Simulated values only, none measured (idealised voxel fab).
process module | voxel self aligned contacts
cross-section cut | 230 nm wide | cells 5 nm
A cross-section is a grid of square cells, given in bands from the top down. A band is one or more rows of cells.
Each band's line starts with the height of the band's top and of its bottom, in nm. Then come its materials from left to right, each with its width in nm. One material with "throughout" fills the band from edge to edge. "air" is empty space.
Height 0 is the level under which the wafer as received is all one material. The lowest band goes on downwards, as in "0 down".
A width such as "30 to 40" changes by the same amount from each row of cells to the next, from the band's top row to its bottom row.
"no change" after a step means that no cell of the cross-section changed.
closed voids: empty space of 8 cells or more with no open way to the top, each as width x height at its distance from the left edge, in nm
after a step's settings: what the simulator itself notes on the step
overlay nm, on a step with a mask: how far to the right of its planned place the mask lay; to the left if negative
plan
1 op RECEIVE | material Si
2 op CONFORMAL_DEP | material SiO2 | thk nm 5
3 op DIRECTIONAL_DEP | material polySi | thk nm 30
4 op DIRECTIONAL_DEP | material SiN | thk nm 20
5 op PATTERN | tone cover | mask id GATE | material resist | width nm 35 | pitch nm 60 | thk nm 15 | overlay nm 0
6 op DIRECTIONAL_ETCH | etch materials SiN | depth nm 20
7 op DIRECTIONAL_ETCH | etch materials polySi | depth nm 30
8 op STRIP | etch materials resist
9 op CONFORMAL_DEP | material SiN | thk nm 5
10 op DIRECTIONAL_ETCH | etch materials SiN | depth nm 5
11 op FILL_DEP | material SiO2 | thk nm 20
12 op CMP | height nm 65
13 op PATTERN | tone open | mask id CONTACT | material resist | width nm 35 | thk nm 15 | overlay nm 0
14 op DIRECTIONAL_ETCH | etch materials SiO2 | depth nm 65
15 op STRIP | etch materials resist
16 op CONFORMAL_DEP | material TiN | thk nm 5
17 op FILL_DEP | material Ru | thk nm 10
18 op CMP | height nm 65
19 op CONFORMAL_DEP | material SiCN | thk nm 5
as received, after step 1
  0 down: Si throughout
  closed voids: none
first wafer at the end, as planned
  70 to 65: SiCN throughout
  65 to 55: SiO2 95 | TiN 5 to 15 | Ru 25 to 5 | TiN 5 to 15 | SiO2 100
  55 to 35: SiO2 60 | SiN 45 | TiN 5 | Ru 5 | TiN 5 | SiN 45 | SiO2 65
  35 to 5: SiO2 60 | SiN 5 | polySi 35 | SiN 5 | TiN 5 | Ru 5 | TiN 5 | SiN 5 | polySi 35 | SiN 5 | SiO2 65
  5 to 0: SiO2 105 | TiN 15 | SiO2 110
  0 down: Si throughout
  closed voids: none
second wafer at the end: like start, like plan, one mistake
  70 to 65: SiCN throughout
  65 to 55: SiO2 105 | TiN 5 | Ru 25 to 5 | TiN 5 to 25 | SiO2 90
  55 to 35: SiO2 60 | SiN 45 | TiN 5 | Ru 5 | TiN 5 | SiN 45 | SiO2 65
  35 to 5: SiO2 60 | SiN 5 | polySi 35 | SiN 5 | TiN 5 | Ru 5 | TiN 5 | SiN 5 | polySi 35 | SiN 5 | SiO2 65
  5 to 0: SiO2 105 | TiN 15 | SiO2 110
  0 down: Si throughout
  closed voids: none
what went wrong: step 13 ran as: op PATTERN | tone open | mask id CONTACT | material resist | width nm 35 | thk nm 15 | overlay nm 10
at the end the second wafer has, in cells: as many of each material as the first, in other places
